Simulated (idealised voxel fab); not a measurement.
The following is a process module called voxel plated lines.
It is cross-section cut that appears here, measuring 180 nm in width, its square cells being 5 nm in size.
The cross-sections in this document take the form of a grid made of square cells. They are written out as bands, in order from top to bottom. Each band consists of one or more rows of cells.
A band entry consists of two parts. The first gives the height of the band's top and the height of its bottom, in nm. The rest lists the band's materials from left to right, each with its width in nm. A single material labelled with the word "all across" fills the band from edge to edge, and the word "air" marks empty space.
Heights from 0 (as-received wafer is one material below). Bottom band endless downward, as "0..down".
Width spec "30 to 40" -> top row of cells at first value, bottom row at second value, equal per-row change in between.
A step reported as "stayed the same" is a step in which no cell of the cross-section changed.
Entry "Non-vented voids" = empty spaces >= 8 cells with no open way to the top; each as width x height at distance, distance from left edge, all nm.
Anything after a step's settings on that line? It's the simulator's own note about the step.
Steps that use a mask can have "overlay nm" on their line. It says how far the mask sat to the right of where it was meant to be. Negative means to the left.

Steps in the process plan
1: RECEIVE,material Si
2: CONFORMAL_DEP,material SiN,thk nm 10
3: DIRECTIONAL_DEP,material TiN,thk nm 5
4: PATTERN,tone open,mask id LINES,material resist,width nm 15,pitch nm 40,thk nm 30,overlay nm 0
5: EPI,material Ru,thk nm 10
6: EPI,material Ru,thk nm 10
7: STRIP,etch materials resist
8: DIRECTIONAL_ETCH,etch materials TiN,depth nm 5
9: CONFORMAL_DEP,material SiCN,thk nm 10

So, the first of our two wafers, run just as we planned it

Cross-sectional view of the wafer in its as-received condition, corresponding to the state after step 1
* 0..down | Si all across
* Non-vented voids: none

Wafer xsec, post step 2
* 10..0 | SiN all across
* Rest of section, below 0: as before.

Wafer xsec, post step 3
* 15..10 | TiN all across
* Rest of section, below 10: as before.

Wafer xsec, post step 4
* 45..15 | 20 of resist, then 15 of air, then 25 of resist, then 15 of air, then 25 of resist, then 15 of air, then 25 of resist, then 15 of air, then 25 of resist
* Rest of section, below 15: as before.

Wafer xsec, post step 5
* 45..25 | 20 of resist, then 15 of air, then 25 of resist, then 15 of air, then 25 of resist, then 15 of air, then 25 of resist, then 15 of air, then 25 of resist
* 25..15 | 20 of resist, then 15 of Ru, then 25 of resist, then 15 of Ru, then 25 of resist, then 15 of Ru, then 25 of resist, then 15 of Ru, then 25 of resist
* Rest of section, below 15: as before.

Wafer xsec, post step 6
* 45..35 | 20 of resist, then 15 of air, then 25 of resist, then 15 of air, then 25 of resist, then 15 of air, then 25 of resist, then 15 of air, then 25 of resist
* 35..15 | 20 of resist, then 15 of Ru, then 25 of resist, then 15 of Ru, then 25 of resist, then 15 of Ru, then 25 of resist, then 15 of Ru, then 25 of resist
* Rest of section, below 15: as before.

Wafer xsec, post step 7
* 35..15 | 20 of air, then 15 of Ru, then 25 of air, then 15 of Ru, then 25 of air, then 15 of Ru, then 25 of air, then 15 of Ru, then 25 of air
* Rest of section, below 15: as before.

Wafer xsec, post step 8
* 35..15 | 20 of air, then 15 of Ru, then 25 of air, then 15 of Ru, then 25 of air, then 15 of Ru, then 25 of air, then 15 of Ru, then 25 of air
* 15..10 | 20 of air, then 15 of TiN, then 25 of air, then 15 of TiN, then 25 of air, then 15 of TiN, then 25 of air, then 15 of TiN, then 25 of air
* Rest of section, below 10: as before.

Wafer xsec, post step 9
* 45..35 | 10 of air, then 35 of SiCN, then 5 of air, then 35 of SiCN, then 5 of air, then 35 of SiCN, then 5 of air, then 35 of SiCN, then 15 of air
* 35..20 | 10 of air, then 10 of SiCN, then 15 of Ru, then 10 of SiCN, then 5 of air, then 10 of SiCN, then 15 of Ru, then 10 of SiCN, then 5 of air, then 10 of SiCN, then 15 of Ru, then 10 of SiCN, then 5 of air, then 10 of SiCN, then 15 of Ru, then 10 of SiCN, then 15 of air
* 20..15 | 20 of SiCN, then 15 of Ru, then 25 of SiCN, then 15 of Ru, then 25 of SiCN, then 15 of Ru, then 25 of SiCN, then 15 of Ru, then 25 of SiCN
* 15..10 | 20 of SiCN, then 15 of TiN, then 25 of SiCN, then 15 of TiN, then 25 of SiCN, then 15 of TiN, then 25 of SiCN, then 15 of TiN, then 25 of SiCN
* Rest of section, below 10: as before.

The second wafer: identical to the first at the outset and in its planned sequence, differing only in that one mistake was made during processing; up to and including step 4, its path is the first wafer's path

Second wafer, sectioned view, at step 6's planned end time
* 45..25 | 20 of resist, then 15 of air, then 25 of resist, then 15 of air, then 25 of resist, then 15 of air, then 25 of resist, then 15 of air, then 25 of resist
* 25..15 | 20 of resist, then 15 of Ru, then 25 of resist, then 15 of Ru, then 25 of resist, then 15 of Ru, then 25 of resist, then 15 of Ru, then 25 of resist
* Rest of section, below 15: as before.

Second wafer, sectioned view, at step 7's planned end time
* 25..15 | 20 of air, then 15 of Ru, then 25 of air, then 15 of Ru, then 25 of air, then 15 of Ru, then 25 of air, then 15 of Ru, then 25 of air
* Rest of section, below 15: as before.

Second wafer, sectioned view, at step 8's planned end time
* 25..15 | 20 of air, then 15 of Ru, then 25 of air, then 15 of Ru, then 25 of air, then 15 of Ru, then 25 of air, then 15 of Ru, then 25 of air
* 15..10 | 20 of air, then 15 of TiN, then 25 of air, then 15 of TiN, then 25 of air, then 15 of TiN, then 25 of air, then 15 of TiN, then 25 of air
* Rest of section, below 10: as before.

Second wafer, sectioned view, at step 9's planned end time
* 35..25 | 10 of air, then 35 of SiCN, then 5 of air, then 35 of SiCN, then 5 of air, then 35 of SiCN, then 5 of air, then 35 of SiCN, then 15 of air
* 25..20 | 10 of air, then 10 of SiCN, then 15 of Ru, then 10 of SiCN, then 5 of air, then 10 of SiCN, then 15 of Ru, then 10 of SiCN, then 5 of air, then 10 of SiCN, then 15 of Ru, then 10 of SiCN, then 5 of air, then 10 of SiCN, then 15 of Ru, then 10 of SiCN, then 15 of air
* 20..15 | 20 of SiCN, then 15 of Ru, then 25 of SiCN, then 15 of Ru, then 25 of SiCN, then 15 of Ru, then 25 of SiCN, then 15 of Ru, then 25 of SiCN
* 15..10 | 20 of SiCN, then 15 of TiN, then 25 of SiCN, then 15 of TiN, then 25 of SiCN, then 15 of TiN, then 25 of SiCN, then 15 of TiN, then 25 of SiCN
* Rest of section, below 10: as before.
Deviation from plan: one of the identical steps 5 and 6 was skipped, and it is impossible to tell which
Count the cells at the end and the second wafer has more or fewer of some materials than the first: Ru: 24 fewer | SiCN: 32 fewer
